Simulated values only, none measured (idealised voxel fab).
Process module name: voxel self aligned vias
Each square cell in cross-section cut measures 5 nm, and the section as a whole is 225 nm wide.
Each cross-section below is a grid of square cells, stated as bands in top-down order, with one or more rows of cells making up each band. Within each band entry, the heights of the top and of the bottom of the band appear first, in that order and in nm; the materials of the band then follow from left to right, each with its corresponding width in nm. The designation "full width" on a single material indicates that it fills the band from edge to edge; the designation "air" indicates empty space. The reference from which all heights are counted is 0, the level beneath which the as-received wafer is entirely one material; the lowest band, having no lower bound, proceeds downward and is written after the example "0 -> down". So if you see something like "30..40" for the width, read it as the top row of the band sitting at the first number and the bottom row at the second, with every row in between moving by the same amount as the last. The cross-section has no changed cell in any step marked "changes: none". Listed in "Enclosed void list": every empty space of 8 or more cells without an open way to the top. Form: width x height at distance, the distance being from the left edge, all in nm. Formally, on a step line, whatever follows the settings is a remark that the simulator itself makes on the step. overlay nm: mask right of planned place by this much (step with mask). Neg. = left.
**So here's the lineup of process steps we planned**
1. RECEIVE [material Si]
2. CONFORMAL_DEP [material SiO2] [thk nm 10]
3. CONFORMAL_DEP [material SiCN] [thk nm 5]
4. DIRECTIONAL_DEP [material SiO2] [thk nm 20]
5. PATTERN [tone open] [mask id LINES] [material resist] [width nm 25] [pitch nm 60] [thk nm 15] [overlay nm 0]
6. DIRECTIONAL_ETCH [etch materials SiO2] [depth nm 20]
7. STRIP [etch materials resist]
8. CONFORMAL_DEP [material TiN] [thk nm 5]
9. FILL_DEP [material Ru] [thk nm 5]
10. CMP [height nm 35]
11. SELECTIVE_ETCH [etch materials W Ru TiN] [depth nm 10]
12. FILL_DEP [material SiN] [thk nm 5]
13. CMP [height nm 35]
14. DIRECTIONAL_DEP [material SiO2] [thk nm 15]
15. MASKED_ETCH [tone open] [mask id VIAS] [width nm 45] [pitch nm 120] [etch materials SiO2] [depth nm 15] [overlay nm 0]
16. MASKED_ETCH [tone open] [mask id VIAS] [width nm 45] [pitch nm 120] [etch materials SiN] [depth nm 10] [overlay nm 0]
17. CONFORMAL_DEP [material TiN] [thk nm 5]
18. FILL_DEP [material Cu] [thk nm 5]
19. CMP [height nm 50]
20. CONFORMAL_DEP [material SiN] [thk nm 5]
**As-received wafer cross-section (after step 1)**
- 0 -> down | Si full width
- Enclosed void list: none
**Module complete, cross-section. Starting point and plan per above. One mistake made in running the module**
- 55 -> 50 | SiN full width
- 50 -> 35 | SiO2 (30), then TiN (5), then Cu (35), then TiN (5), then SiO2 (75), then TiN (5), then Cu (35), then TiN (5), then SiO2 (30)
- 35 -> 30 | SiO2 (30), then TiN (5), then Cu (35), then TiN (5), then SiO2 (25), then SiN (25), then SiO2 (25), then TiN (5), then Cu (35), then TiN (5), then SiO2 (30)
- 30 -> 25 | SiO2 (30), then TiN (45), then SiO2 (25), then SiN (25), then SiO2 (25), then TiN (45), then SiO2 (30)
- 25 -> 20 | SiO2 (30), then TiN (15), then Ru (15), then TiN (15), then SiO2 (25), then TiN (5), then Ru (15), then TiN (5), then SiO2 (25), then TiN (15), then Ru (15), then TiN (15), then SiO2 (30)
- 20 -> 15 | SiO2 (40), then TiN (25), then SiO2 (35), then TiN (25), then SiO2 (35), then TiN (25), then SiO2 (40)
- 15 -> 10 | SiCN full width
- 10 -> 0 | SiO2 full width
- 0 -> down | Si full width
- Enclosed void list: none
Diagnosis: step 15 from the plan got run twice
